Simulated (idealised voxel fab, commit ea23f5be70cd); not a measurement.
process module | voxel lift off
cross-section cut | 295 nm wide | cells 5 nm
A cross-section is a grid of square cells, given in bands from the top down. A band is one or more rows of cells.
Each band's line starts with the height of the band's top and of its bottom, in nm. Then come its materials from left to right, each with its width in nm. One material with "throughout" fills the band from edge to edge. "air" is empty space.
Height 0 is the level under which the wafer as received is all one material. The lowest band goes on downwards, as in "0 down".
A width such as "30 to 40" changes by the same amount from each row of cells to the next, from the band's top row to its bottom row.
"no change" after a step means that no cell of the cross-section changed.
closed voids: empty space of 8 cells or more with no open way to the top, each as width x height at its distance from the left edge, in nm
after a step's settings: what the simulator itself notes on the step
overlay nm, on a step with a mask: how far to the right of its planned place the mask lay; to the left if negative
Each pair below shows a cross-section before one step and the cross-section after it, down to the lowest band that changed. The line under each pair gives the step between them, with its settings. The pairs can come from different runs of this module on the same starting wafer, so a pair continues from the pair above only where its "before" says so.
before
  0 down: Si throughout
  closed voids: none
after
  15 to 0: Al2O3 throughout
  below 0: unchanged
  closed voids: none
the step between: op CONFORMAL_DEP | material Al2O3 | thk nm 15
before: the cross-section after the pair above
after
  30 to 15: resist 75 | air 30 | resist 25 | air 30 | resist 25 | air 30 | resist 80
  below 15: unchanged
  closed voids: none
the step between: op PATTERN | tone open | mask id LINES | material resist | width nm 30 | pitch nm 55 | thk nm 15 | overlay nm 0
before: the cross-section after the pair above
after
  35 to 30: Ru 75 | air 30 | Ru 25 | air 30 | Ru 25 | air 30 | Ru 80
  30 to 20: resist 75 | air 30 | resist 25 | air 30 | resist 25 | air 30 | resist 80
  20 to 15: resist 75 | Ru 30 | resist 25 | Ru 30 | resist 25 | Ru 30 | resist 80
  below 15: unchanged
  closed voids: none
the step between: op DIRECTIONAL_DEP | material Ru | thk nm 5
before: the cross-section after the pair above
after
  20 to 15: air 75 | Ru 30 | air 25 | Ru 30 | air 25 | Ru 30 | air 80
  below 15: unchanged
  closed voids: none
the step between: op STRIP | etch materials resist
before: the cross-section after the pair above
after
  30 to 25: air 65 | SiO2 50 | air 5 | SiO2 50 | air 5 | SiO2 50 | air 70
  25 to 20: SiO2 throughout
  20 to 15: SiO2 75 | Ru 30 | SiO2 25 | Ru 30 | SiO2 25 | Ru 30 | SiO2 80
  below 15: unchanged
  closed voids: none
the step between: op CONFORMAL_DEP | material SiO2 | thk nm 10
before
  0 down: Si throughout
  closed voids: none
after
  15 to 0: resist 75 | air 30 | resist 25 | air 30 | resist 25 | air 30 | resist 80
  below 0: unchanged
  closed voids: none
the step between: op PATTERN | tone open | mask id LINES | material resist | width nm 30 | pitch nm 55 | thk nm 15 | overlay nm 0
before: the cross-section after the pair above
after
  20 to 15: Ru 75 | air 30 | Ru 25 | air 30 | Ru 25 | air 30 | Ru 80
  15 to 5: resist 75 | air 30 | resist 25 | air 30 | resist 25 | air 30 | resist 80
  5 to 0: resist 75 | Ru 30 | resist 25 | Ru 30 | resist 25 | Ru 30 | resist 80
  below 0: unchanged
  closed voids: none
the step between: op DIRECTIONAL_DEP | material Ru | thk nm 5
before: the cross-section after the pair above
after
  5 to 0: air 75 | Ru 30 | air 25 | Ru 30 | air 25 | Ru 30 | air 80
  below 0: unchanged
  closed voids: none
the step between: op STRIP | etch materials resist
before: the cross-section after the pair above
after
  15 to 10: air 65 | SiO2 50 | air 5 | SiO2 50 | air 5 | SiO2 50 | air 70
  10 to 5: SiO2 throughout
  5 to 0: SiO2 75 | Ru 30 | SiO2 25 | Ru 30 | SiO2 25 | Ru 30 | SiO2 80
  below 0: unchanged
  closed voids: none
the step between: op CONFORMAL_DEP | material SiO2 | thk nm 10
before
  15 to 0: Al2O3 throughout
  0 down: Si throughout
  closed voids: none
after
  30 to 0: Al2O3 throughout
  below 0: unchanged
  closed voids: none
the step between: op CONFORMAL_DEP | material Al2O3 | thk nm 15
before: the cross-section after the pair above
after
  45 to 30: resist 75 | air 30 | resist 25 | air 30 | resist 25 | air 30 | resist 80
  below 30: unchanged
  closed voids: none
the step between: op PATTERN | tone open | mask id LINES | material resist | width nm 30 | pitch nm 55 | thk nm 15 | overlay nm 0
before: the cross-section after the pair above
after
  50 to 45: Ru 75 | air 30 | Ru 25 | air 30 | Ru 25 | air 30 | Ru 80
  45 to 35: resist 75 | air 30 | resist 25 | air 30 | resist 25 | air 30 | resist 80
  35 to 30: resist 75 | Ru 30 | resist 25 | Ru 30 | resist 25 | Ru 30 | resist 80
  below 30: unchanged
  closed voids: none
the step between: op DIRECTIONAL_DEP | material Ru | thk nm 5
before: the cross-section after the pair above
after
  35 to 30: air 75 | Ru 30 | air 25 | Ru 30 | air 25 | Ru 30 | air 80
  below 30: unchanged
  closed voids: none
the step between: op STRIP | etch materials resist
before: the cross-section after the pair above
after
  45 to 40: air 65 | SiO2 50 | air 5 | SiO2 50 | air 5 | SiO2 50 | air 70
  40 to 35: SiO2 throughout
  35 to 30: SiO2 75 | Ru 30 | SiO2 25 | Ru 30 | SiO2 25 | Ru 30 | SiO2 80
  below 30: unchanged
  closed voids: none
the step between: op CONFORMAL_DEP | material SiO2 | thk nm 10
before
  20 to 15: air 75 | Ru 30 | air 25 | Ru 30 | air 25 | Ru 30 | air 80
  15 to 0: Al2O3 throughout
  0 down: Si throughout
  closed voids: none
after
  25 to 20: air 70 | SiO2 40 | air 15 | SiO2 40 | air 15 | SiO2 40 | air 75
  20 to 15: SiO2 75 | Ru 30 | SiO2 25 | Ru 30 | SiO2 25 | Ru 30 | SiO2 80
  below 15: unchanged
  closed voids: none
the step between: op CONFORMAL_DEP | material SiO2 | thk nm 5
before
  15 to 0: Al2O3 throughout
  0 down: Si throughout
  closed voids: none
after
  30 to 15: resist 70 | air 40 | resist 15 | air 40 | resist 15 | air 40 | resist 75
  below 15: unchanged
  closed voids: none
the step between: op PATTERN | tone open | mask id LINES | material resist | width nm 40 | pitch nm 55 | thk nm 15 | overlay nm 0
before: the cross-section after the pair above
after
  35 to 30: Ru 70 | air 40 | Ru 15 | air 40 | Ru 15 | air 40 | Ru 75
  30 to 20: resist 70 | air 40 | resist 15 | air 40 | resist 15 | air 40 | resist 75
  20 to 15: resist 70 | Ru 40 | resist 15 | Ru 40 | resist 15 | Ru 40 | resist 75
  below 15: unchanged
  closed voids: none
the step between: op DIRECTIONAL_DEP | material Ru | thk nm 5
before: the cross-section after the pair above
after
  20 to 15: air 70 | Ru 40 | air 15 | Ru 40 | air 15 | Ru 40 | air 75
  below 15: unchanged
  closed voids: none
the step between: op STRIP | etch materials resist
before: the cross-section after the pair above
after
  30 to 25: air 60 | SiO2 170 | air 65
  25 to 20: SiO2 throughout
  20 to 15: SiO2 70 | Ru 40 | SiO2 15 | Ru 40 | SiO2 15 | Ru 40 | SiO2 75
  below 15: unchanged
  closed voids: none
the step between: op CONFORMAL_DEP | material SiO2 | thk nm 10
before
  15 to 0: Al2O3 throughout
  0 down: Si throughout
  closed voids: none
after
  30 to 15: resist 70 | air 30 | resist 25 | air 30 | resist 25 | air 30 | resist 85
  below 15: unchanged
  closed voids: none
the step between: op PATTERN | tone open | mask id LINES | material resist | width nm 30 | pitch nm 55 | thk nm 15 | overlay nm -5
before: the cross-section after the pair above
after
  35 to 30: Ru 70 | air 30 | Ru 25 | air 30 | Ru 25 | air 30 | Ru 85
  30 to 20: resist 70 | air 30 | resist 25 | air 30 | resist 25 | air 30 | resist 85
  20 to 15: resist 70 | Ru 30 | resist 25 | Ru 30 | resist 25 | Ru 30 | resist 85
  below 15: unchanged
  closed voids: none
the step between: op DIRECTIONAL_DEP | material Ru | thk nm 5
before: the cross-section after the pair above
after
  20 to 15: air 70 | Ru 30 | air 25 | Ru 30 | air 25 | Ru 30 | air 85
  below 15: unchanged
  closed voids: none
the step between: op STRIP | etch materials resist
before: the cross-section after the pair above
after
  30 to 25: air 60 | SiO2 50 | air 5 | SiO2 50 | air 5 | SiO2 50 | air 75
  25 to 20: SiO2 throughout
  20 to 15: SiO2 70 | Ru 30 | SiO2 25 | Ru 30 | SiO2 25 | Ru 30 | SiO2 85
  below 15: unchanged
  closed voids: none
the step between: op CONFORMAL_DEP | material SiO2 | thk nm 10
before
  20 to 15: air 75 | Ru 30 | air 25 | Ru 30 | air 25 | Ru 30 | air 80
  15 to 0: Al2O3 throughout
  0 down: Si throughout
  closed voids: none
after
  30 to 25: air 65 | Al2O3 50 | air 5 | Al2O3 50 | air 5 | Al2O3 50 | air 70
  25 to 20: Al2O3 throughout
  20 to 15: Al2O3 75 | Ru 30 | Al2O3 25 | Ru 30 | Al2O3 25 | Ru 30 | Al2O3 80
  below 15: unchanged
  closed voids: none
the step between: op CONFORMAL_DEP | material Al2O3 | thk nm 10
before
  15 to 0: Al2O3 throughout
  0 down: Si throughout
  closed voids: none
after
  30 to 15: air 75 | resist 30 | air 25 | resist 30 | air 25 | resist 30 | air 80
  below 15: unchanged
  closed voids: none
the step between: op PATTERN | tone cover | mask id LINES | material resist | width nm 30 | pitch nm 55 | thk nm 15 | overlay nm 0
before: the cross-section after the pair above
after
  35 to 30: air 75 | Ru 30 | air 25 | Ru 30 | air 25 | Ru 30 | air 80
  30 to 20: air 75 | resist 30 | air 25 | resist 30 | air 25 | resist 30 | air 80
  20 to 15: Ru 75 | resist 30 | Ru 25 | resist 30 | Ru 25 | resist 30 | Ru 80
  below 15: unchanged
  closed voids: none
the step between: op DIRECTIONAL_DEP | material Ru | thk nm 5
before: the cross-section after the pair above
after
  20 to 15: Ru 75 | air 30 | Ru 25 | air 30 | Ru 25 | air 30 | Ru 80
  below 15: unchanged
  closed voids: none
the step between: op STRIP | etch materials resist
before: the cross-section after the pair above
after
  30 to 25: SiO2 85 | air 10 | SiO2 45 | air 10 | SiO2 45 | air 10 | SiO2 90
  25 to 20: SiO2 throughout
  20 to 15: Ru 75 | SiO2 30 | Ru 25 | SiO2 30 | Ru 25 | SiO2 30 | Ru 80
  below 15: unchanged
  closed voids: none
the step between: op CONFORMAL_DEP | material SiO2 | thk nm 10
